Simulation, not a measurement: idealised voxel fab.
Process module in this document: voxel gate over fins
FYI the section here is cut, 285 nm wide, cells are 5 nm squares.
When this document writes out a cross-section, it uses a grid of square cells and lists it as bands, beginning at the top and moving down, with a band standing for one or more rows of cells.
Each band's line starts with the height of the band's top and of its bottom, in nm. Then come its materials from left to right, each with its width in nm. One material with "everywhere" fills the band from edge to edge. "air" is empty space.
Heights are reckoned from 0. Under this level, the received wafer is all of one material. The bottommost band is open-ended downward, for example "0 -> down".
The two numbers in a width such as "30->40" mark its ends across the band: the first belongs to the top row of cells, the second to the bottom row, and from each row to the next the width moves by the same amount.
"no modification", as given for a step, is the statement that not any cell of the cross-section underwent a change during that step.
Heads up: "Voids, enclosed" only lists the empty pockets with no open path to the top that are 8 cells or more, and it writes them as width x height at distance, distance from the left edge, in nm.
On a step's line, text after the settings is the simulator commenting on that step.
The line of a step may include "overlay nm". On a step with a mask, this value is how far to the right of its planned place the mask lay. A negative value means the mask lay to the left.
Planned process steps:
- 1: RECEIVE (material Si)
- 2: CONFORMAL_DEP (material SiN; thk nm 5)
- 3: MASKED_ETCH (tone cover; mask id FINS; width nm 15; pitch nm 60; etch materials SiN; depth nm 5; overlay nm 0)
- 4: MASKED_ETCH (tone cover; mask id FINS; width nm 15; pitch nm 60; etch materials Si; depth nm 35; overlay nm 0)
- 5: OXIDIZE (depth nm 5)
- 6: FILL_DEP (material SiO2; thk nm 5)
- 7: CMP (height nm 5)
- 8: PATTERN (tone open; mask id RAIL; material resist; width nm 15; thk nm 20; overlay nm 0)
- 9: DIRECTIONAL_ETCH (etch materials SiO2; depth nm 35)
- 10: STRIP (etch materials resist)
- 11: CONFORMAL_DEP (material TiN; thk nm 5)
- 12: FILL_DEP (material W; thk nm 10)
- 13: CMP (height nm 5)
- 14: SELECTIVE_ETCH (etch materials W Ru TiN; depth nm 30)
- 15: FILL_DEP (material SiO2; thk nm 5)
- 16: CMP (height nm 5)
- 17: SELECTIVE_ETCH (etch materials SiO2; depth nm 20)
- 18: STRIP (etch materials SiN)
- 19: CONFORMAL_DEP (material HfO2; thk nm 5)
- 20: CONFORMAL_DEP (material TiN; thk nm 5)
- 21: FILL_DEP (material W; thk nm 10)
- 22: CMP (height nm 15)
- 23: CONFORMAL_DEP (material SiN; thk nm 10)
Cross-section: wafer on arrival = after step 1:
  0 -> down = Si everywhere
  Voids, enclosed: none
Starting wafer: above. Plan: above. Run: one mistake. Cross-section after the module: below:
  25 -> 15 = SiN everywhere
  15 -> 5 = W everywhere
  5 -> 0 = W: 40  TiN: 25  W: 35  TiN: 25  W: 35  TiN: 25  W: 35  TiN: 25  W: 40
  0 -> -5 = W: 40  TiN: 5  HfO2: 15  TiN: 5  W: 35  TiN: 5  HfO2: 15  TiN: 5  W: 35  TiN: 5  HfO2: 15  TiN: 5  W: 35  TiN: 5  HfO2: 15  TiN: 5  W: 40
  -5 -> -10 = TiN: 45  HfO2: 5  Si: 5  HfO2: 5  TiN: 45  HfO2: 5  Si: 5  HfO2: 5  TiN: 45  HfO2: 5  Si: 5  HfO2: 5  TiN: 45  HfO2: 5  Si: 5  HfO2: 5  TiN: 45
  -10 -> -15 = HfO2: 50  Si: 5  HfO2: 55  Si: 5  HfO2: 55  Si: 5  HfO2: 55  Si: 5  HfO2: 50
  -15 -> -25 = SiO2: 50  Si: 5  SiO2: 55  Si: 5  SiO2: 55  Si: 5  SiO2: 55  Si: 5  SiO2: 50
  -25 -> -30 = SiO2: 50  Si: 5  SiO2: 20  TiN: 15  SiO2: 20  Si: 5  SiO2: 55  Si: 5  SiO2: 55  Si: 5  SiO2: 50
  -30 -> -40 = SiO2: 50  Si: 5  SiO2: 55  Si: 5  SiO2: 55  Si: 5  SiO2: 55  Si: 5  SiO2: 50
  -40 -> down = Si everywhere
  Voids, enclosed: none
What broke from the plan during processing? step 2 of the plan did not run at all; it was left out
